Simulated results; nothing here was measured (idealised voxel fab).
Presented below is a process module, voxel capacitor over wiring.
Section cut is 280 nm wide and gridded with 5 nm square cells.
Cross-sections here: square-cell grids, written as top-down lists of bands, a band being one or more rows of cells.
The entry gives the band's vertical extent as a top height and a bottom height in nm, then its horizontal make-up as materials from left to right, each with a width in nm. "air" stands for empty space; a single material marked "edge to edge" fills the band edge to edge.
A quick word on heights: they are counted from 0, and under that level the wafer as it came to us is one material throughout. The lowest band is different from the rest in having no bottom; it simply continues downward, written as in "0 nm and below".
It should be noted that a width expressed as "30->40" varies in equal increments from row to row of cells within the band, taking the value of the first number at the top row and that of the second number at the bottom row.
"identical to before" for a step: no cell of the cross-section changed in that step.
"Trapped voids" lists enclosed empty spaces (at least 8 cells, no open path upward to the top), each as width x height at distance from the left edge, in nm.
Post-settings text on a step line: simulator's own remark regarding the step.
overlay nm: where the mask lay relative to plan, measured to the right, on steps with a mask; negatives go left.
[plan]
1,op RECEIVE | material Si
2,op CONFORMAL_DEP | material SiO2 | thk nm 10
3,op CONFORMAL_DEP | material SiN | thk nm 5
4,op DIRECTIONAL_DEP | material SiO2 | thk nm 15
5,op PATTERN | tone open | mask id METAL_1 | material resist | width nm 20 | pitch nm 70 | thk nm 15 | overlay nm 0
6,op DIRECTIONAL_ETCH | etch materials SiO2 | depth nm 15
7,op DIRECTIONAL_ETCH | etch materials SiN | depth nm 5
8,op STRIP | etch materials resist
9,op CONFORMAL_DEP | material TiN | thk nm 5
10,op FILL_DEP | material W | thk nm 10
11,op CMP | height nm 30
12,op EPI | material Ru | thk nm 5
13,op FILL_DEP | material SiCN | thk nm 5
14,op DIRECTIONAL_DEP | material lowk | thk nm 10
15,op DIRECTIONAL_DEP | material aC | thk nm 15
16,op PATTERN | tone open | mask id PLUG_1 | material resist | width nm 15 | thk nm 35 | overlay nm 0
17,op DIRECTIONAL_ETCH | etch materials aC | depth nm 15
18,op STRIP | etch materials resist
19,op DIRECTIONAL_ETCH | etch materials lowk | depth nm 10
20,op DIRECTIONAL_ETCH | etch materials SiCN | depth nm 5
21,op STRIP | etch materials aC
22,op CONFORMAL_DEP | material TiN | thk nm 5
23,op FILL_DEP | material Ru | thk nm 10
24,op CMP | height nm 50
25,op DIRECTIONAL_DEP | material TiN | thk nm 5
26,op DIRECTIONAL_DEP | material HfO2 | thk nm 5
27,op DIRECTIONAL_DEP | material TiN | thk nm 5
28,op DIRECTIONAL_DEP | material aC | thk nm 10
29,op PATTERN | tone cover | mask id UPPER_PLATE | material resist | width nm 55 | thk nm 25 | overlay nm 0
30,op DIRECTIONAL_ETCH | etch materials aC | depth nm 10
31,op STRIP | etch materials resist
32,op DIRECTIONAL_ETCH | etch materials TiN | depth nm 5
33,op DIRECTIONAL_ETCH | etch materials HfO2 | depth nm 5
34,op STRIP | etch materials aC
35,op MASKED_ETCH | tone cover | mask id LOWER_PLATE | width nm 65 | etch materials TiN | depth nm 5 | overlay nm 0
36,op FILL_DEP | material SiO2 | thk nm 15
37,op CMP | height nm 75
38,op DIRECTIONAL_DEP | material aC | thk nm 15
39,op PATTERN | tone open | mask id PLUG_2 | material resist | width nm 15 | thk nm 30 | overlay nm 0
40,op DIRECTIONAL_ETCH | etch materials aC | depth nm 15
41,op STRIP | etch materials resist
42,op DIRECTIONAL_ETCH | etch materials SiO2 | depth nm 10
43,op STRIP | etch materials aC
44,op CONFORMAL_DEP | material TiN | thk nm 5
45,op FILL_DEP | material Cu | thk nm 10
46,op CMP | height nm 75
47,op CONFORMAL_DEP | material SiCN | thk nm 5
[As-received state of the wafer in cross-section, equivalent to post-step 1]
  0 nm and below | Si edge to edge
  Trapped voids: none
[The module was run from the start shown above using the plan shown above, but one mistake was made doing it; the resulting wafer cross-section is below]
  80 nm to 75 nm | SiCN edge to edge
  75 nm to 70 nm | 110 SiO2  5 TiN  5 Cu  5 TiN  155 SiO2
  70 nm to 65 nm | 110 SiO2  15 TiN  155 SiO2
  65 nm to 60 nm | SiO2 edge to edge
  60 nm to 55 nm | 100 SiO2  55 HfO2  125 SiO2
  55 nm to 50 nm | 95 TiN  5 SiO2  55 TiN  5 SiO2  120 TiN
  50 nm to 40 nm | 100 lowk  5 TiN  5 Ru  5 TiN  165 lowk
  40 nm to 35 nm | 100 SiCN  15 TiN  165 SiCN
  35 nm to 30 nm | 90 SiCN  30 Ru  40 SiCN  30 Ru  90 SiCN
  30 nm to 15 nm | 95 SiO2  5 TiN  10 W  5 TiN  50 SiO2  5 TiN  10 W  5 TiN  95 SiO2
  15 nm to 10 nm | 95 SiN  20 TiN  50 SiN  20 TiN  95 SiN
  10 nm to 0 nm | SiO2 edge to edge
  0 nm and below | Si edge to edge
  Trapped voids: none
Misprocessing identified: step 35 changed vs plan, executed as op MASKED_ETCH | tone open | mask id LOWER_PLATE | width nm 65 | etch materials TiN | depth nm 5 | overlay nm 0
